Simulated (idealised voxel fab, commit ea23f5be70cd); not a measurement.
process module | voxel spacer lines
Shown is cross-section cut, with a width of 290 nm and square cells of size 5 nm.
A cross-section is a grid of square cells, given in bands from the top down. A band is one or more rows of cells.
Heights first: top, then bottom, in nm. Then materials, left to right, each with a width in nm. "edge to edge" on a single material: fills the band edge to edge. "blank": empty space.
Zero point of the height axis is 0; under it, received wafer = one material. Lowest band: continues down indefinitely, "0 -> down".
A two-number width, for instance "30 to 40", indicates that the width is equal to the first number in the top row of the band and to the second number in the bottom row, and that it changes by a constant amount per row of cells.
It should be understood that the words "no alterations made", when stated for a given step, signify that the cross-section underwent no change in any of its cells during that step.
Enclosed voids (no open way to top), threshold 8 cells or more, entry "Closed cavity list", notation width x height at distance, distance from left edge, nm.
It should be noted that, on the line of a given step, the content following the step's settings is a remark produced by the simulator itself with respect to that step.
overlay nm: for a step with a mask, the amount by which the mask lay right of where it was planned; a negative amount means left of it.
### Listed below are the process steps as planned
1. RECEIVE, material Si
2. CONFORMAL_DEP, material Al2O3, thk nm 10
3. DIRECTIONAL_DEP, material W, thk nm 10
4. DIRECTIONAL_DEP, material polySi, thk nm 30
5. PATTERN, tone cover, mask id MANDREL, material resist, width nm 20, pitch nm 60, thk nm 40, overlay nm 0
6. DIRECTIONAL_ETCH, etch materials polySi, depth nm 30
7. STRIP, etch materials resist
8. CONFORMAL_DEP, material SiN, thk nm 10
9. DIRECTIONAL_ETCH, etch materials SiN, depth nm 10
10. STRIP, etch materials polySi
11. DIRECTIONAL_ETCH, etch materials W, depth nm 10
12. STRIP, etch materials SiN
### Cross-section of the wafer upon arrival, representing the state reached after step 1
> 0 -> down | Si edge to edge
> Closed cavity list: none
### Post-module cross-section: identical start and plan to those above, one misstep in execution
> 20 -> 10 | blank 95  W 40  blank 20  W 40  blank 95
> 10 -> 0 | Al2O3 edge to edge
> 0 -> down | Si edge to edge
> Closed cavity list: none
Heads up, the wafer didn't run the way we planned it: steps 10 and 11 were swapped
